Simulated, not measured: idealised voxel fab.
Documented hereafter: the process module known as voxel self aligned vias.
FYI the section here is cut, 210 nm wide, cells are 5 nm squares.
This document writes a cross-section as a grid whose cells are square, and gives it as bands, listed from the top down; one or more rows of cells form a band. Top, bottom (nm), then materials left to right with widths (nm); lone material tagged "everywhere" fills the whole band edge to edge; "blank" = empty space. Heights are expressed relative to 0, this being the level below which the as-received wafer comprises one material exclusively. The lowest band is unbounded in the downward direction and is denoted as in "0 and below". Width: "30->40" (first number = top row, second number = bottom row, same change from row to row of cells). "remains unaltered" means the step left every cell of the cross-section as it was. In "Completely enclosed voids" the enclosed voids are listed, meaning empty spaces of 8 cells or larger without any opening to the top. The form is width x height at distance, distance from the left edge, units nm. On a step's line, text after the settings is the simulator commenting on that step. Regarding "overlay nm": on a step with a mask, it is the distance the mask lay to the right of its planned place; a negative value places it to the left.

Process steps (planned)
1) RECEIVE | material Si
2) CONFORMAL_DEP | material SiO2 | thk nm 15
3) CONFORMAL_DEP | material SiCN | thk nm 5
4) DIRECTIONAL_DEP | material SiO2 | thk nm 25
5) PATTERN | tone open | mask id LINES | material resist | width nm 20 | pitch nm 60 | thk nm 15 | overlay nm 0
6) DIRECTIONAL_ETCH | etch materials SiO2 | depth nm 25
7) STRIP | etch materials resist
8) CONFORMAL_DEP | material TiN | thk nm 5
9) FILL_DEP | material Ru | thk nm 5
10) CMP | height nm 45
11) SELECTIVE_ETCH | etch materials W Ru TiN | depth nm 10
12) FILL_DEP | material SiN | thk nm 5
13) CMP | height nm 45
14) DIRECTIONAL_DEP | material SiO2 | thk nm 20
15) DIRECTIONAL_DEP | material aC | thk nm 10
16) PATTERN | tone open | mask id VIAS | material resist | width nm 30 | thk nm 30 | overlay nm 0
17) DIRECTIONAL_ETCH | etch materials aC | depth nm 10
18) STRIP | etch materials resist
19) DIRECTIONAL_ETCH | etch materials SiO2 | depth nm 20
20) DIRECTIONAL_ETCH | etch materials SiN | depth nm 10
21) STRIP | etch materials aC
22) CONFORMAL_DEP | material TiN | thk nm 5
23) FILL_DEP | material Cu | thk nm 5
24) CMP | height nm 65
25) CONFORMAL_DEP | material SiCN | thk nm 5

So this is the incoming wafer in cross-section - it's already been through step 1
* 0 and below = Si everywhere
* Completely enclosed voids: none

Cross-sectional view of the first of the two wafers upon completion of the module, processed in accordance with the plan
* 70 down to 65 = SiCN everywhere
* 65 down to 50 = 60 of SiO2 | 5 of TiN | 20 of Cu | 5 of TiN | 120 of SiO2
* 50 down to 45 = 60 of SiO2 | 10 of TiN | 10 of Cu | 10 of TiN | 120 of SiO2
* 45 down to 40 = 65 of SiO2 | 5 of TiN | 10 of Cu | 5 of TiN | 40 of SiO2 | 20 of SiN | 65 of SiO2
* 40 down to 35 = 65 of SiO2 | 20 of TiN | 40 of SiO2 | 20 of SiN | 65 of SiO2
* 35 down to 25 = 65 of SiO2 | 5 of TiN | 10 of Ru | 5 of TiN | 40 of SiO2 | 5 of TiN | 10 of Ru | 5 of TiN | 65 of SiO2
* 25 down to 20 = 65 of SiO2 | 20 of TiN | 40 of SiO2 | 20 of TiN | 65 of SiO2
* 20 down to 15 = SiCN everywhere
* 15 down to 0 = SiO2 everywhere
* 0 and below = Si everywhere
* Completely enclosed voids: none

Module end: cross-section of wafer two of two. Same start and process plan as the first wafer. One mistake during execution
* 70 down to 65 = SiCN everywhere
* 65 down to 50 = 55 of Cu | 5 of TiN | 30 of SiO2 | 5 of TiN | 115 of Cu
* 50 down to 45 = 60 of TiN | 30 of SiO2 | 40 of TiN | 10 of Cu | 70 of TiN
* 45 down to 40 = 65 of SiO2 | 20 of SiN | 40 of SiO2 | 5 of TiN | 10 of Cu | 5 of TiN | 65 of SiO2
* 40 down to 35 = 65 of SiO2 | 20 of SiN | 40 of SiO2 | 20 of TiN | 65 of SiO2
* 35 down to 25 = 65 of SiO2 | 5 of TiN | 10 of Ru | 5 of TiN | 40 of SiO2 | 5 of TiN | 10 of Ru | 5 of TiN | 65 of SiO2
* 25 down to 20 = 65 of SiO2 | 20 of TiN | 40 of SiO2 | 20 of TiN | 65 of SiO2
* 20 down to 15 = SiCN everywhere
* 15 down to 0 = SiO2 everywhere
* 0 and below = Si everywhere
* Completely enclosed voids: none
It is concluded that the wafer was processed incorrectly with respect to the plan, in that step 16 off recipe, ran as PATTERN | tone cover | mask id VIAS | material resist | width nm 30 | thk nm 30 | overlay nm 0
Count the cells at the end and the second wafer has more or fewer of some materials than the first: 90 more of Cu, 120 fewer of SiO2, 30 more of TiN
